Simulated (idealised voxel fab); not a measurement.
You're looking at the process module voxel capacitor over wiring.
It is cross-section cut that appears here, measuring 145 nm in width, its square cells being 5 nm in size.
Just so we're on the same page, the cross-sections are grids of square cells, and they're listed out in bands top to bottom, each band one or more rows deep. Top, bottom (nm), then materials left to right with widths (nm); lone material tagged "full width" fills the whole band edge to edge; "blank" = empty space. Heights are measured from 0, the level below which the as-received wafer is all one material; the lowest band has no bottom and continues downward, written as in "from 0 down". Per-row width for "30 to 40": begins at first number (top row of band), ends at second number (bottom row), increment between rows held constant. "nothing got changed", as given for a step, is the statement that not any cell of the cross-section underwent a change during that step. Closed-off voids of 8+ cells (no open route to the top) go in "Completely enclosed voids", written width x height at distance from the left edge, in nm. It should be noted that, on the line of a given step, the content following the step's settings is a remark produced by the simulator itself with respect to that step. "overlay nm" denotes, for a step that has a mask, the displacement of the mask to the right of its planned place, with negative values corresponding to the left.
The steps planned for the process are as follows:
step 1: RECEIVE [material Si]
step 2: CONFORMAL_DEP [material SiO2] [thk nm 15]
step 3: CONFORMAL_DEP [material SiN] [thk nm 5]
step 4: DIRECTIONAL_DEP [material SiO2] [thk nm 15]
step 5: MASKED_ETCH [tone open] [mask id METAL_1] [width nm 25] [pitch nm 75] [etch materials SiO2] [depth nm 15] [overlay nm 0]
step 6: MASKED_ETCH [tone open] [mask id METAL_1] [width nm 25] [pitch nm 75] [etch materials SiN] [depth nm 5] [overlay nm 0]
step 7: CONFORMAL_DEP [material TiN] [thk nm 5]
step 8: FILL_DEP [material Ru] [thk nm 10]
step 9: CMP [height nm 35]
step 10: CONFORMAL_DEP [material SiCN] [thk nm 5]
step 11: DIRECTIONAL_DEP [material lowk] [thk nm 15]
step 12: PATTERN [tone open] [mask id PLUG_1] [material resist] [width nm 15] [thk nm 15] [overlay nm 0]
step 13: DIRECTIONAL_ETCH [etch materials lowk] [depth nm 15]
step 14: DIRECTIONAL_ETCH [etch materials SiCN] [depth nm 5]
step 15: STRIP [etch materials resist]
step 16: EPI [material Ru] [thk nm 10]
step 17: EPI [material Ru] [thk nm 10]
step 18: DIRECTIONAL_DEP [material TiN] [thk nm 5]
step 19: DIRECTIONAL_DEP [material HfO2] [thk nm 5]
step 20: DIRECTIONAL_DEP [material TiN] [thk nm 10]
step 21: DIRECTIONAL_DEP [material aC] [thk nm 15]
step 22: PATTERN [tone cover] [mask id UPPER_PLATE] [material resist] [width nm 55] [thk nm 30] [overlay nm 0]
step 23: DIRECTIONAL_ETCH [etch materials aC] [depth nm 15]
step 24: STRIP [etch materials resist]
step 25: DIRECTIONAL_ETCH [etch materials TiN] [depth nm 10]
step 26: DIRECTIONAL_ETCH [etch materials HfO2] [depth nm 5]
step 27: STRIP [etch materials aC]
step 28: MASKED_ETCH [tone cover] [mask id LOWER_PLATE] [width nm 65] [etch materials TiN] [depth nm 5] [overlay nm 0]
step 29: FILL_DEP [material SiO2] [thk nm 15]
step 30: CMP [height nm 85]
step 31: MASKED_ETCH [tone open] [mask id PLUG_2] [width nm 15] [etch materials SiO2] [depth nm 10] [overlay nm 0]
step 32: CONFORMAL_DEP [material TiN] [thk nm 5]
step 33: FILL_DEP [material W] [thk nm 5]
step 34: CMP [height nm 85]
step 35: CONFORMAL_DEP [material SiN] [thk nm 5]
The cross-section here shows the wafer as received, i.e. in its state after step 1:
	from 0 down: Si full width
	Completely enclosed voids: none
End state of the module in cross-section, given the above starting point and plan and one mistake in execution:
	from 90 to 85: SiN full width
	from 85 to 80: 40 of SiO2, then 5 of TiN, then 5 of SiN, then 5 of TiN, then 90 of SiO2
	from 80 to 75: 40 of SiO2, then 15 of TiN, then 90 of SiO2
	from 75 to 65: 30 of SiO2, then 55 of TiN, then 60 of SiO2
	from 65 to 60: 30 of SiO2, then 55 of HfO2, then 60 of SiO2
	from 60 to 55: 25 of SiO2, then 65 of TiN, then 55 of SiO2
	from 55 to 40: 30 of lowk, then 15 of Ru, then 100 of lowk
	from 40 to 35: 30 of SiCN, then 15 of Ru, then 100 of SiCN
	from 35 to 20: 20 of SiO2, then 5 of TiN, then 15 of Ru, then 5 of TiN, then 50 of SiO2, then 5 of TiN, then 15 of Ru, then 5 of TiN, then 25 of SiO2
	from 20 to 15: 20 of SiN, then 25 of TiN, then 50 of SiN, then 25 of TiN, then 25 of SiN
	from 15 to 0: SiO2 full width
	from 0 down: Si full width
	Completely enclosed voids: none
Where did the run depart from the plan? the process deviated at step 33: the operation and settings actually run there were FILL_DEP [material SiN] [thk nm 5]
